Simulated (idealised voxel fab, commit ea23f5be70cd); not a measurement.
Name of the process module below: voxel self aligned contacts
The width of the displayed cross-section, cut, is 300 nm; its cells are square, with a size of 5 nm.
A cross-section is written here as square cells arranged in a grid, and it is given in bands from the top down, each band taking up one or more rows of cells. Band: top height; bottom height; in nm. Then, left to right: material with width in nm, for each material. "all across": a single material spanning edge to edge. "empty": empty space. Ref level 0: as-received wafer is one material below here. Bottom band extends down with no lower bound ("0 and below"). When a width is written as two numbers, as in "30->40", the first number is the width in the top row of cells of the band and the second is the width in its bottom row, and the width changes by the same amount from each row to the next. You'll sometimes find "no modification" written for a step, and that's the way of saying that nowhere in the cross-section did a cell change during that step. Each empty space that has no open way to the top and spans at least 8 cells appears under "Trapped void list" as width x height at distance, the distance counted from the left edge, all in nm. Text after the settings on a step's line: the simulator's own remark on that step. overlay nm, on a step with a mask: how far to the right of its planned place the mask lay; to the left if negative.
Steps planned for the process:
1. RECEIVE: material Si
2. OXIDIZE: depth nm 5
3. DIRECTIONAL_DEP: material polySi, thk nm 30
4. DIRECTIONAL_DEP: material SiN, thk nm 15
5. MASKED_ETCH: tone cover, mask id GATE, width nm 35, pitch nm 65, etch materials SiN, depth nm 15, overlay nm 0
6. MASKED_ETCH: tone cover, mask id GATE, width nm 35, pitch nm 65, etch materials polySi, depth nm 30, overlay nm 0
7. CONFORMAL_DEP: material SiN, thk nm 5
8. DIRECTIONAL_ETCH: etch materials SiN, depth nm 5
9. FILL_DEP: material SiO2, thk nm 10
10. CMP: height nm 50
11. DIRECTIONAL_DEP: material aC, thk nm 10
12. PATTERN: tone open, mask id CONTACT, material resist, width nm 40, thk nm 25, overlay nm 0
13. DIRECTIONAL_ETCH: etch materials aC, depth nm 10
14. STRIP: etch materials resist
15. DIRECTIONAL_ETCH: etch materials SiO2, depth nm 55
16. STRIP: etch materials aC
17. CONFORMAL_DEP: material TiN, thk nm 5
18. FILL_DEP: material W, thk nm 10
19. CMP: height nm 50
20. CONFORMAL_DEP: material SiN, thk nm 5
Incoming wafer, cross-sectional view, post step 1:
> 0 and below: Si all across
> Trapped void list: none
The first of two wafers, cross-sectioned at the end of the module, with the run proceeding as planned:
> 55 down to 50: SiN all across
> 50 down to 45: 130 of SiO2  15 of TiN  10 of W  15 of TiN  130 of SiO2
> 45 down to 30: 95 of SiO2  45 of SiN  5 of TiN  10 of W  5 of TiN  45 of SiN  95 of SiO2
> 30 down to 0: 95 of SiO2  5 of SiN  35 of polySi  5 of SiN  5 of TiN  10 of W  5 of TiN  5 of SiN  35 of polySi  5 of SiN  95 of SiO2
> 0 down to -5: 140 of SiO2  20 of TiN  140 of SiO2
> -5 and below: Si all across
> Trapped void list: none
What the second wafer looks like in cross-section once the module is done. Its start and its plan matched the first wafer's exactly; what differed was one mistake in how it was run:
> 55 down to 50: SiN all across
> 50 down to 45: 135 of SiO2  10 of TiN  10 of W  10 of TiN  135 of SiO2
> 45 down to 30: 95 of SiO2  45 of SiN  5 of TiN  10 of W  5 of TiN  45 of SiN  95 of SiO2
> 30 down to 0: 95 of SiO2  5 of SiN  35 of polySi  5 of SiN  5 of TiN  10 of W  5 of TiN  5 of SiN  35 of polySi  5 of SiN  95 of SiO2
> 0 down to -5: 140 of SiO2  20 of TiN  140 of SiO2
> -5 and below: Si all across
> Trapped void list: none
Deviation from plan: note that step 12 departed from the planned setting and was carried out as PATTERN: tone open, mask id CONTACT, material resist, width nm 30, thk nm 25, overlay nm 0
Final wafer comparison in cells, second versus first, more or fewer per material: SiO2: 2 more, TiN: 2 fewer
